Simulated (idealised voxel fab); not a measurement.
process module | voxel transistor to metal
cross-section cut | 195 nm wide | cells 5 nm
A cross-section is a grid of square cells, given in bands from the top down. A band is one or more rows of cells.
Each band's line starts with the height of the band's top and of its bottom, in nm. Then come its materials from left to right, each with its width in nm. One material with "throughout" fills the band from edge to edge. "air" is empty space.
Height 0 is the level under which the wafer as received is all one material. The lowest band goes on downwards, as in "0 down".
A width such as "30 to 40" changes by the same amount from each row of cells to the next, from the band's top row to its bottom row.
"no change" after a step means that no cell of the cross-section changed.
closed voids: empty space of 8 cells or more with no open way to the top, each as width x height at its distance from the left edge, in nm
after a step's settings: what the simulator itself notes on the step
overlay nm, on a step with a mask: how far to the right of its planned place the mask lay; to the left if negative
plan
1 op RECEIVE | material Si
2 op OXIDIZE | depth nm 5
3 op CONFORMAL_DEP | material SiN | thk nm 10
4 op DIRECTIONAL_DEP | material aC | thk nm 15
5 op PATTERN | tone cover | mask id ACTIVE | material resist | width nm 130 | thk nm 30 | overlay nm 0
6 op DIRECTIONAL_ETCH | etch materials aC | depth nm 15
7 op STRIP | etch materials resist
8 op DIRECTIONAL_ETCH | etch materials SiN | depth nm 10
9 op DIRECTIONAL_ETCH | etch materials SiO2 | depth nm 5
10 op DIRECTIONAL_ETCH | etch materials Si | depth nm 30
11 op STRIP | etch materials aC
12 op FILL_DEP | material SiO2 | thk nm 5
13 op CMP | height nm 10
14 op SELECTIVE_ETCH | etch materials SiO2 | depth nm 10
15 op STRIP | etch materials SiN
16 op SELECTIVE_ETCH | etch materials SiO2 | depth nm 5
17 op OXIDIZE | depth nm 5
18 op DIRECTIONAL_DEP | material polySi | thk nm 30
19 op DIRECTIONAL_DEP | material SiCN | thk nm 10
20 op DIRECTIONAL_DEP | material aC | thk nm 15
21 op PATTERN | tone cover | mask id GATE | material resist | width nm 30 | thk nm 30 | overlay nm 0
22 op DIRECTIONAL_ETCH | etch materials aC | depth nm 15
23 op STRIP | etch materials resist
24 op DIRECTIONAL_ETCH | etch materials SiCN | depth nm 20
25 op DIRECTIONAL_ETCH | etch materials polySi | depth nm 40
26 op STRIP | etch materials aC
27 op CONFORMAL_DEP | material SiN | thk nm 10
28 op DIRECTIONAL_ETCH | etch materials SiN | depth nm 10
29 op DIRECTIONAL_ETCH | etch materials SiO2 | depth nm 5
30 op DIRECTIONAL_ETCH | etch materials Si | depth nm 10
31 op EPI | material pSi | thk nm 10
32 op FILL_DEP | material SiO2 | thk nm 10
33 op CMP | height nm 25
34 op STRIP | etch materials polySi
35 op SELECTIVE_ETCH | etch materials SiO2 | depth nm 5
36 op CONFORMAL_DEP | material HfO2 | thk nm 5
37 op CONFORMAL_DEP | material TiN | thk nm 5
38 op FILL_DEP | material W | thk nm 10
39 op CMP | height nm 20
40 op DIRECTIONAL_DEP | material SiO2 | thk nm 10
41 op PATTERN | tone open | mask id CONTACT | material resist | width nm 20 | pitch nm 90 | thk nm 20 | overlay nm 0
42 op DIRECTIONAL_ETCH | etch materials SiO2 | depth nm 40
43 op STRIP | etch materials resist
44 op CONFORMAL_DEP | material TiN | thk nm 5
45 op FILL_DEP | material W | thk nm 10
46 op CMP | height nm 30
47 op DIRECTIONAL_DEP | material TiN | thk nm 5
48 op DIRECTIONAL_DEP | material Ru | thk nm 25
49 op MASKED_ETCH | tone cover | mask id METAL_1 | width nm 20 | pitch nm 90 | etch materials Ru | depth nm 25 | overlay nm 0
50 op MASKED_ETCH | tone cover | mask id METAL_1 | width nm 20 | pitch nm 90 | etch materials TiN | depth nm 5 | overlay nm 0
51 op CONFORMAL_DEP | material SiN | thk nm 5
52 op FILL_DEP | material SiO2 | thk nm 5
53 op CMP | height nm 60
54 op CONFORMAL_DEP | material SiCN | thk nm 5
as received, after step 1
  0 down: Si throughout
  closed voids: none
a wafer at the end: this start, this plan, one mistake
  65 to 60: SiCN throughout
  60 to 35: SiO2 35 | SiN 5 | Ru 20 | SiN 5 | SiO2 60 | SiN 5 | Ru 20 | SiN 5 | SiO2 40
  35 to 30: SiN 40 | TiN 20 | SiN 70 | TiN 20 | SiN 45
  30 to 25: SiO2 40 | TiN 5 | W 10 | TiN 5 | SiO2 70 | TiN 5 | W 10 | TiN 5 | SiO2 45
  25 to 20: SiO2 40 | TiN 20 | SiO2 70 | TiN 20 | SiO2 45
  20 to 0: W 70 | TiN 5 | HfO2 5 | SiN 10 | SiO2 10 | SiN 10 | HfO2 5 | TiN 5 | W 75
  0 to -5: TiN 75 | HfO2 5 | SiN 10 | pSi 10 | SiN 10 | HfO2 5 | TiN 80
  -5 to -10: HfO2 85 | SiO2 5 | pSi 10 | SiO2 5 | HfO2 90
  -10 to -20: SiO2 30 | Si 60 | pSi 10 | Si 60 | SiO2 35
  -20 to -35: SiO2 30 | Si 130 | SiO2 35
  -35 down: Si throughout
  closed voids: none
what went wrong: step 21 ran as: op PATTERN | tone open | mask id GATE | material resist | width nm 30 | thk nm 30 | overlay nm 0
